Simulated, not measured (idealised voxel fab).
process module | voxel transistor to metal
cross-section cut | 200 nm wide | cells 5 nm
A cross-section is a grid of square cells, given in bands from the top down. A band is one or more rows of cells.
Each band's line starts with the height of the band's top and of its bottom, in nm. Then come its materials from left to right, each with its width in nm. One material with "throughout" fills the band from edge to edge. "air" is empty space.
Height 0 is the level under which the wafer as received is all one material. The lowest band goes on downwards, as in "0 down".
A width such as "30 to 40" changes by the same amount from each row of cells to the next, from the band's top row to its bottom row.
"no change" after a step means that no cell of the cross-section changed.
closed voids: empty space of 8 cells or more with no open way to the top, each as width x height at its distance from the left edge, in nm
after a step's settings: what the simulator itself notes on the step
overlay nm, on a step with a mask: how far to the right of its planned place the mask lay; to the left if negative
plan
1 op RECEIVE | material Si
2 op CONFORMAL_DEP | material SiO2 | thk nm 5
3 op CONFORMAL_DEP | material SiN | thk nm 10
4 op PATTERN | tone cover | mask id ACTIVE | material resist | width nm 120 | thk nm 15 | overlay nm 0
5 op DIRECTIONAL_ETCH | etch materials SiN | depth nm 10
6 op DIRECTIONAL_ETCH | etch materials SiO2 | depth nm 5
7 op DIRECTIONAL_ETCH | etch materials Si | depth nm 20
8 op STRIP | etch materials resist
9 op OXIDIZE | depth nm 5
10 op FILL_DEP | material SiO2 | thk nm 10
11 op CMP | height nm 15
12 op SELECTIVE_ETCH | etch materials SiO2 | depth nm 10
13 op STRIP | etch materials SiN
14 op SELECTIVE_ETCH | etch materials SiO2 | depth nm 5
15 op OXIDIZE | depth nm 5
16 op DIRECTIONAL_DEP | material polySi | thk nm 30
17 op DIRECTIONAL_DEP | material SiCN | thk nm 15
18 op DIRECTIONAL_DEP | material aC | thk nm 15
19 op PATTERN | tone cover | mask id GATE | material resist | width nm 20 | thk nm 35 | overlay nm 0
20 op DIRECTIONAL_ETCH | etch materials aC | depth nm 15
21 op STRIP | etch materials resist
22 op DIRECTIONAL_ETCH | etch materials SiCN | depth nm 25
23 op DIRECTIONAL_ETCH | etch materials polySi | depth nm 40
24 op STRIP | etch materials aC
25 op CONFORMAL_DEP | material SiO2 | thk nm 5
26 op DIRECTIONAL_ETCH | etch materials SiO2 | depth nm 5
27 op CONFORMAL_DEP | material SiN | thk nm 5
28 op DIRECTIONAL_ETCH | etch materials SiN | depth nm 5
29 op DIRECTIONAL_ETCH | etch materials SiO2 | depth nm 5
30 op DIRECTIONAL_ETCH | etch materials Si | depth nm 5
31 op EPI | material nSi | thk nm 5
32 op FILL_DEP | material SiO2 | thk nm 5
33 op CMP | height nm 45
34 op DIRECTIONAL_DEP | material SiO2 | thk nm 15
35 op DIRECTIONAL_DEP | material aC | thk nm 15
36 op PATTERN | tone open | mask id CONTACT | material resist | width nm 20 | pitch nm 80 | thk nm 30 | overlay nm 0
37 op DIRECTIONAL_ETCH | etch materials aC | depth nm 15
38 op STRIP | etch materials resist
39 op DIRECTIONAL_ETCH | etch materials SiO2 | depth nm 65
40 op STRIP | etch materials aC
41 op CONFORMAL_DEP | material TiN | thk nm 5
42 op FILL_DEP | material W | thk nm 10
43 op CMP | height nm 60
44 op DIRECTIONAL_DEP | material TiN | thk nm 5
45 op DIRECTIONAL_DEP | material Ru | thk nm 20
46 op PATTERN | tone cover | mask id METAL_1 | material resist | width nm 20 | pitch nm 80 | thk nm 20 | overlay nm 0
47 op DIRECTIONAL_ETCH | etch materials Ru | depth nm 20
48 op DIRECTIONAL_ETCH | etch materials TiN | depth nm 5
49 op STRIP | etch materials resist
50 op FILL_DEP | material lowk | thk nm 10
51 op CMP | height nm 85
52 op CONFORMAL_DEP | material SiCN | thk nm 5
as received, after step 1
  0 down: Si throughout
  closed voids: none
first wafer at the end, as planned
  90 to 85: SiCN throughout
  85 to 65: lowk 50 | Ru 20 | lowk 60 | Ru 20 | lowk 50
  65 to 60: lowk 50 | TiN 20 | lowk 60 | TiN 20 | lowk 50
  60 to 45: SiO2 50 | TiN 5 | W 10 | TiN 5 | SiO2 60 | TiN 5 | W 10 | TiN 5 | SiO2 50
  45 to 30: SiO2 50 | TiN 5 | W 10 | TiN 5 | SiO2 10 | SiN 5 | SiO2 5 | SiCN 20 | SiO2 5 | SiN 5 | SiO2 10 | TiN 5 | W 10 | TiN 5 | SiO2 50
  30 to 0: SiO2 50 | TiN 5 | W 10 | TiN 5 | SiO2 10 | SiN 5 | SiO2 5 | polySi 20 | SiO2 5 | SiN 5 | SiO2 10 | TiN 5 | W 10 | TiN 5 | SiO2 50
  0 to -5: SiO2 50 | TiN 20 | SiO2 5 | nSi 5 | SiO2 40 | nSi 5 | SiO2 5 | TiN 20 | SiO2 50
  -5 to -10: SiO2 45 | nSi 35 | Si 40 | nSi 35 | SiO2 45
  -10 to -25: SiO2 45 | Si 110 | SiO2 45
  -25 down: Si throughout
  closed voids: none
second wafer at the end: like start, like plan, one mistake
  90 to 85: SiCN throughout
  85 to 65: lowk 50 | Ru 20 | lowk 60 | Ru 20 | lowk 50
  65 to 60: lowk 50 | TiN 20 | lowk 60 | TiN 20 | lowk 50
  60 to 45: SiO2 50 | TiN 5 | W 10 | TiN 5 | SiO2 60 | TiN 5 | W 10 | TiN 5 | SiO2 50
  45 to 30: SiO2 50 | TiN 5 | W 10 | TiN 5 | SiO2 10 | SiN 5 | SiO2 5 | SiCN 20 | SiO2 5 | SiN 5 | SiO2 10 | TiN 5 | W 10 | TiN 5 | SiO2 50
  30 to 0: SiO2 50 | TiN 5 | W 10 | TiN 5 | SiO2 10 | SiN 5 | SiO2 5 | polySi 20 | SiO2 5 | SiN 5 | SiO2 10 | TiN 5 | W 10 | TiN 5 | SiO2 50
  0 to -5: SiO2 50 | TiN 20 | SiO2 5 | nSi 5 | SiO2 40 | nSi 5 | SiO2 5 | TiN 20 | SiO2 50
  -5 to -10: SiO2 35 | nSi 45 | Si 40 | nSi 25 | SiO2 55
  -10 to -25: SiO2 35 | Si 110 | SiO2 55
  -25 down: Si throughout
  closed voids: none
what went wrong: step 4 ran as: op PATTERN | tone cover | mask id ACTIVE | material resist | width nm 120 | thk nm 15 | overlay nm -10
at the end the second wafer has, in cells: as many of each material as the first, in other places
